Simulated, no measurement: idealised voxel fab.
The process module that follows is named voxel self aligned contacts.
Shown is cross-section cut, with a width of 250 nm and square cells of size 5 nm.
For the purposes of this document, a cross-section shall be understood as a grid of square cells, specified as bands listed in top-to-bottom order, each band consisting of one or more rows of cells. Band: top and bottom heights (nm) first, top before bottom; then materials from left to right, widths in nm. "full width" marks a sole material filling the band edge to edge. "empty" denotes empty space. Note: height 0 marks the level under which the wafer is uniformly one material as received. Lowest band unbounded below, written "0..down". With a width like "30 to 40", each row of cells in the band differs from the next by the same amount, the top row carrying the first number and the bottom row the second. "nothing altered" -> step changed no cross-section cell. Listed in "Closed voids list": every empty space of 8 or more cells without an open way to the top. Form: width x height at distance, the distance being from the left edge, all in nm. Formally, on a step line, whatever follows the settings is a remark that the simulator itself makes on the step. When a step includes a mask, the "overlay nm" setting on its line states how far to the right of its planned place that mask lay, and negative values state how far to the left.

-- So here's the lineup of process steps we planned
1: RECEIVE | material Si
2: OXIDIZE | depth nm 5
3: DIRECTIONAL_DEP | material polySi | thk nm 20
4: DIRECTIONAL_DEP | material SiN | thk nm 15
5: MASKED_ETCH | tone cover | mask id GATE | width nm 25 | pitch nm 60 | etch materials SiN | depth nm 20 | overlay nm 0
6: MASKED_ETCH | tone cover | mask id GATE | width nm 25 | pitch nm 60 | etch materials polySi | depth nm 20 | overlay nm 0
7: CONFORMAL_DEP | material SiN | thk nm 10
8: DIRECTIONAL_ETCH | etch materials SiN | depth nm 10
9: FILL_DEP | material SiO2 | thk nm 10
10: CMP | height nm 45
11: MASKED_ETCH | tone open | mask id CONTACT | width nm 45 | pitch nm 60 | etch materials SiO2 | depth nm 50 | overlay nm 0
12: CONFORMAL_DEP | material TiN | thk nm 5
13: FILL_DEP | material Ru | thk nm 10
14: CMP | height nm 45
15: CONFORMAL_DEP | material SiCN | thk nm 5
Don't read the plan's thk nm for step 4 as applying to every wafer: that's the first wafer's value, and the wafers differ in it, though they all start identical.

-- As-received cross-section, first of several wafers, post step 1
0..down | Si full width
Closed voids list: none

-- Basically each wafer gets a line in the table, showing it at the end of the module: material by material, the cells it gained (+) or lost (-) since we got it, then its closed voids
thk nm 15 | +30 Ru | -50 Si | +50 SiCN | +129 SiN | +227 SiO2 | +54 TiN | +60 polySi | Closed voids list: none
thk nm 20 | +18 Ru | -50 Si | +50 SiCN | +156 SiN | +212 SiO2 | +54 TiN | +60 polySi | Closed voids list: none
thk nm 25 | +6 Ru | -50 Si | +50 SiCN | +158 SiN | +118 SiO2 | +18 TiN | +200 polySi | Closed voids list: none
thk nm 30 | +4 Ru | -50 Si | +50 SiCN | +181 SiN | +101 SiO2 | +14 TiN | +200 polySi | Closed voids list: none
thk nm 35 | +2 Ru | -50 Si | +50 SiCN | +204 SiN | +84 SiO2 | +10 TiN | +200 polySi | Closed voids list: none
